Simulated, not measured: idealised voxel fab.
You're looking at the process module voxel lift off.
It is cross-section cut that appears here, measuring 170 nm in width, its square cells being 5 nm in size.
A cross-section is written here as square cells arranged in a grid, and it is given in bands from the top down, each band taking up one or more rows of cells. For a band, the entry starts with two heights in nm, that of the top and then that of the bottom, and carries on with the band's materials in order from left to right, each alongside its width in nm; the word "full width" beside a single material means it fills the band edge to edge, and "empty" means empty space. The reference from which all heights are counted is 0, the level beneath which the as-received wafer is entirely one material; the lowest band, having no lower bound, proceeds downward and is written after the example "0 and below". So if you see something like "30 to 40" for the width, read it as the top row of the band sitting at the first number and the bottom row at the second, with every row in between moving by the same amount as the last. No cell of the cross-section changed in a step that is given as "left unchanged". Enclosed voids (no open way to top), threshold 8 cells or more, entry "Sealed void inventory", notation width x height at distance, distance from left edge, nm. Read whatever lies past the settings on a step's line as the simulator's own remark about the step. On any step carrying a mask, the "overlay nm" setting, if present on the step's line, tells how far right of its planned place the mask lay; negative values point to the left.

[Process steps foreseen in the plan]
1 RECEIVE,material Si
2 CONFORMAL_DEP,material SiN,thk nm 5
3 PATTERN,tone open,mask id LINES,material resist,width nm 20,pitch nm 50,thk nm 25,overlay nm 0
4 DIRECTIONAL_DEP,material Ru,thk nm 10
5 STRIP,etch materials resist
6 CONFORMAL_DEP,material SiCN,thk nm 5

[Account of the first of two wafers, which was processed as intended]

[Received-state cross-section, reflecting completion of step 1]
  0 and below: Si full width
  Sealed void inventory: none

[Wafer after step 2 (cross-section)]
  5 down to 0: SiN full width
  Unchanged below 0.

[Wafer after step 3 (cross-section)]
  30 down to 5: resist 50  empty 20  resist 30  empty 20  resist 50
  Unchanged below 5.

[Wafer after step 4 (cross-section)]
  40 down to 30: Ru 50  empty 20  Ru 30  empty 20  Ru 50
  30 down to 15: resist 50  empty 20  resist 30  empty 20  resist 50
  15 down to 5: resist 50  Ru 20  resist 30  Ru 20  resist 50
  Unchanged below 5.

[Wafer after step 5 (cross-section)]
  15 down to 5: empty 50  Ru 20  empty 30  Ru 20  empty 50
  Unchanged below 5.

[Wafer after step 6 (cross-section)]
  20 down to 15: empty 45  SiCN 30  empty 20  SiCN 30  empty 45
  15 down to 10: empty 45  SiCN 5  Ru 20  SiCN 5  empty 20  SiCN 5  Ru 20  SiCN 5  empty 45
  10 down to 5: SiCN 50  Ru 20  SiCN 30  Ru 20  SiCN 50
  Unchanged below 5.

[Okay, second wafer. Nothing different at the start, nothing different in the plan, just one mistake somewhere in the running. As far as step 1, counting that step, it's the first wafer all over again]

[Cross-section: second wafer, time at which step 2 was scheduled to end]
  15 down to 0: SiN full width
  Unchanged below 0.

[Cross-section: second wafer, time at which step 3 was scheduled to end]
  40 down to 15: resist 50  empty 20  resist 30  empty 20  resist 50
  Unchanged below 15.

[Cross-section: second wafer, time at which step 4 was scheduled to end]
  50 down to 40: Ru 50  empty 20  Ru 30  empty 20  Ru 50
  40 down to 25: resist 50  empty 20  resist 30  empty 20  resist 50
  25 down to 15: resist 50  Ru 20  resist 30  Ru 20  resist 50
  Unchanged below 15.

[Cross-section: second wafer, time at which step 5 was scheduled to end]
  25 down to 15: empty 50  Ru 20  empty 30  Ru 20  empty 50
  Unchanged below 15.

[Cross-section: second wafer, time at which step 6 was scheduled to end]
  30 down to 25: empty 45  SiCN 30  empty 20  SiCN 30  empty 45
  25 down to 20: empty 45  SiCN 5  Ru 20  SiCN 5  empty 20  SiCN 5  Ru 20  SiCN 5  empty 45
  20 down to 15: SiCN 50  Ru 20  SiCN 30  Ru 20  SiCN 50
  Unchanged below 15.
Want to know what went wrong? so step 2 ended up running with a different setting than we planned, it ran as CONFORMAL_DEP,material SiN,thk nm 15
At the finish, the second wafer shows more or fewer cells for some materials than the first does: SiN +68
